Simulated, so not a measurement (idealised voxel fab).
process module | voxel air gaps
cross-section cut | 185 nm wide | cells 5 nm
A cross-section is a grid of square cells, given in bands from the top down. A band is one or more rows of cells.
Each band's line starts with the height of the band's top and of its bottom, in nm. Then come its materials from left to right, each with its width in nm. One material with "throughout" fills the band from edge to edge. "air" is empty space.
Height 0 is the level under which the wafer as received is all one material. The lowest band goes on downwards, as in "0 down".
A width such as "30 to 40" changes by the same amount from each row of cells to the next, from the band's top row to its bottom row.
"no change" after a step means that no cell of the cross-section changed.
closed voids: empty space of 8 cells or more with no open way to the top, each as width x height at its distance from the left edge, in nm
after a step's settings: what the simulator itself notes on the step
overlay nm, on a step with a mask: how far to the right of its planned place the mask lay; to the left if negative
plan
1 op RECEIVE | material Si
2 op CONFORMAL_DEP | material SiO2 | thk nm 10
3 op CONFORMAL_DEP | material SiN | thk nm 5
4 op DIRECTIONAL_DEP | material lowk | thk nm 40
5 op MASKED_ETCH | tone open | mask id LINES | width nm 20 | pitch nm 50 | etch materials lowk | depth nm 40 | overlay nm 0
6 op CONFORMAL_DEP | material TiN | thk nm 5
7 op FILL_DEP | material Cu | thk nm 10
8 op CMP | height nm 55
9 op EPI | material Ru | thk nm 10
10 op SELECTIVE_ETCH | etch materials lowk | depth nm 50
11 op CONFORMAL_DEP | material SiCN | thk nm 5
as received, after step 1
  0 down: Si throughout
  closed voids: none
a wafer at the end: this start, this plan, one mistake
  60 to 55: SiCN throughout
  55 to 50: SiN throughout
  50 to 10: lowk throughout
  10 to 0: SiO2 throughout
  0 down: Si throughout
  closed voids: none
what went wrong: steps 3 and 4 were swapped
